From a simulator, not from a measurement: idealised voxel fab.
Herein follows the process module entitled voxel plated lines.
Shown is cross-section cut, with a width of 260 nm and square cells of size 5 nm.
Each cross-section below is a grid of square cells, stated as bands in top-down order, with one or more rows of cells making up each band.
Within each band entry, the heights of the top and of the bottom of the band appear first, in that order and in nm; the materials of the band then follow from left to right, each with its corresponding width in nm. The designation "everywhere" on a single material indicates that it fills the band from edge to edge; the designation "empty" indicates empty space.
Convention: height 0 is the level below which the wafer, as received, is all one material. The lowest band does not terminate at the bottom but continues downward, represented as "top 0, no bottom".
Graded width ("30->40"): value in top row of band = first number; value in bottom row = second number; row-to-row change constant.
Take "remains unaltered" at face value: in the step it is given for, the cross-section changed in none of its cells.
Listed in "Enclosed void catalog": every empty space of 8 or more cells without an open way to the top. Form: width x height at distance, the distance being from the left edge, all in nm.
Past the settings on a step's line: simulator remark, on that step.
If you see "overlay nm" on a step's line and that step has a mask, it's telling you how far right of where it was planned the mask ended up; a negative number means it went left instead.

### Here's what the planned process steps look like
| 1 | op RECEIVE | material Si |
| 2 | op CONFORMAL_DEP | material SiO2 | thk nm 15 |
| 3 | op DIRECTIONAL_DEP | material TiN | thk nm 5 |
| 4 | op PATTERN | tone open | mask id LINES | material resist | width nm 20 | pitch nm 45 | thk nm 25 | overlay nm 0 |
| 5 | op EPI | material Ru | thk nm 10 |
| 6 | op EPI | material Ru | thk nm 5 |
| 7 | op STRIP | etch materials resist |
| 8 | op DIRECTIONAL_ETCH | etch materials TiN | depth nm 5 |
| 9 | op CONFORMAL_DEP | material SiCN | thk nm 10 |

### Cross-section of the wafer as it came to us, i.e., already through step 1
  top 0, no bottom | Si everywhere
  Enclosed void catalog: none

### The first of the two wafers as seen in cross-section once the module was finished; processing followed the plan
  top 45, bottom 35 | empty 85 nm  SiCN 40 nm  empty 5 nm  SiCN 40 nm  empty 90 nm
  top 35, bottom 25 | empty 85 nm  SiCN 10 nm  Ru 20 nm  SiCN 10 nm  empty 5 nm  SiCN 10 nm  Ru 20 nm  SiCN 10 nm  empty 90 nm
  top 25, bottom 20 | SiCN 95 nm  Ru 20 nm  SiCN 25 nm  Ru 20 nm  SiCN 100 nm
  top 20, bottom 15 | SiCN 95 nm  TiN 20 nm  SiCN 25 nm  TiN 20 nm  SiCN 100 nm
  top 15, bottom 0 | SiO2 everywhere
  top 0, no bottom | Si everywhere
  Enclosed void catalog: none

### Wafer two, sectioned after the module: the first wafer's start, the first wafer's plan, and one mistake in how it was run
  top 25, bottom 15 | SiCN everywhere
  top 15, bottom 0 | SiO2 everywhere
  top 0, no bottom | Si everywhere
  Enclosed void catalog: none
Here's what went sideways: step 3 in the plan did not get run; it was skipped
Final difference in cells, second wafer against first, listed per material as more or fewer: Ru -24, SiCN -32, TiN -8
